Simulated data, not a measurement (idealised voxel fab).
voxel ribs on slabs: a process module
Cross-section cut spans 290 nm and uses square cells 5 nm in size.
Cross-section, as written here: a square-cell grid given band by band from the top down, where a band holds one or more rows of cells.
Per band: top height and bottom height in nm, followed by the left-to-right materials and their widths in nm; "everywhere" marks a single material spanning edge to edge, "blank" marks empty space.
Heights are reckoned from 0. Under this level, the received wafer is all of one material. The bottommost band is open-ended downward, for example "z 0 and below".
The width entry "30..40" should be interpreted row by row: the top row of cells in the band takes the first number, the bottom row takes the second number, and the change between adjacent rows is uniform throughout.
Where a step carries "remained the same", the cross-section came out of it unchanged, cell for cell.
Entry "Closed void listing" = empty spaces >= 8 cells with no open way to the top; each as width x height at distance, distance from left edge, all nm.
Formally, on a step line, whatever follows the settings is a remark that the simulator itself makes on the step.
Regarding "overlay nm": on a step with a mask, it is the distance the mask lay to the right of its planned place; a negative value places it to the left.
Intended process steps:
- 1: RECEIVE,material Si
- 2: DIRECTIONAL_DEP,material SiO2,thk nm 25
- 3: DIRECTIONAL_DEP,material polySi,thk nm 20
- 4: PATTERN,tone cover,mask id RIB,material resist,width nm 20,thk nm 15,overlay nm 0
- 5: DIRECTIONAL_ETCH,etch materials polySi,depth nm 15
- 6: STRIP,etch materials resist
- 7: PATTERN,tone cover,mask id SLAB,material resist,width nm 80,thk nm 15,overlay nm 0
- 8: DIRECTIONAL_ETCH,etch materials polySi,depth nm 5
- 9: STRIP,etch materials resist
- 10: FILL_DEP,material SiO2,thk nm 15
- 11: CMP,height nm 55
- 12: DIRECTIONAL_DEP,material W,thk nm 10
- 13: MASKED_ETCH,tone cover,mask id HEATER,width nm 30,etch materials W,depth nm 10,overlay nm 0
- 14: CONFORMAL_DEP,material SiN,thk nm 5
First of two wafers, with the run carried out as planned:
Incoming wafer, cross-sectional view, post step 1:
* z 0 and below = Si everywhere
* Closed void listing: none
Upon completion of step 2, the wafer appears in cross-section as shown:
* z 25 to 0 = SiO2 everywhere
* Lower than 0, everything is as it was.
Upon completion of step 3, the wafer appears in cross-section as shown:
* z 45 to 25 = polySi everywhere
* Lower than 25, everything is as it was.
Upon completion of step 4, the wafer appears in cross-section as shown:
* z 60 to 45 = 135 of blank, then 20 of resist, then 135 of blank
* Lower than 45, everything is as it was.
Upon completion of step 5, the wafer appears in cross-section as shown:
* z 60 to 45 = 135 of blank, then 20 of resist, then 135 of blank
* z 45 to 30 = 135 of blank, then 20 of polySi, then 135 of blank
* Lower than 30, everything is as it was.
Upon completion of step 6, the wafer appears in cross-section as shown:
* z 45 to 30 = 135 of blank, then 20 of polySi, then 135 of blank
* Lower than 30, everything is as it was.
Upon completion of step 7, the wafer appears in cross-section as shown:
* z 60 to 45 = 105 of blank, then 80 of resist, then 105 of blank
* z 45 to 30 = 105 of blank, then 30 of resist, then 20 of polySi, then 30 of resist, then 105 of blank
* Lower than 30, everything is as it was.
Upon completion of step 8, the wafer appears in cross-section as shown:
* z 60 to 45 = 105 of blank, then 80 of resist, then 105 of blank
* z 45 to 30 = 105 of blank, then 30 of resist, then 20 of polySi, then 30 of resist, then 105 of blank
* z 30 to 25 = 105 of blank, then 80 of polySi, then 105 of blank
* Lower than 25, everything is as it was.
Upon completion of step 9, the wafer appears in cross-section as shown:
* z 45 to 30 = 135 of blank, then 20 of polySi, then 135 of blank
* Lower than 30, everything is as it was.
Upon completion of step 10, the wafer appears in cross-section as shown:
* z 60 to 45 = SiO2 everywhere
* z 45 to 30 = 135 of SiO2, then 20 of polySi, then 135 of SiO2
* z 30 to 25 = 105 of SiO2, then 80 of polySi, then 105 of SiO2
* Lower than 25, everything is as it was.
Upon completion of step 11, the wafer appears in cross-section as shown:
* z 55 to 45 = SiO2 everywhere
* Lower than 45, everything is as it was.
Upon completion of step 12, the wafer appears in cross-section as shown:
* z 65 to 55 = W everywhere
* Lower than 55, everything is as it was.
Upon completion of step 13, the wafer appears in cross-section as shown:
* z 65 to 55 = 130 of blank, then 30 of W, then 130 of blank
* Lower than 55, everything is as it was.
Upon completion of step 14, the wafer appears in cross-section as shown:
* z 70 to 65 = 125 of blank, then 40 of SiN, then 125 of blank
* z 65 to 60 = 125 of blank, then 5 of SiN, then 30 of W, then 5 of SiN, then 125 of blank
* z 60 to 55 = 130 of SiN, then 30 of W, then 130 of SiN
* Lower than 55, everything is as it was.
Wafer two of two - same starting point, same process plan, one mistake in execution; matches wafer one up to and including step 13:
Here is the second wafer in cross-section at the point where step 14 of the plan should have been done: remained the same
Short version of what went wrong: step 14 of the plan got skipped, so it never ran
The closing comparison, in cells, has the second wafer with more or fewer of some materials than the first: SiN -62
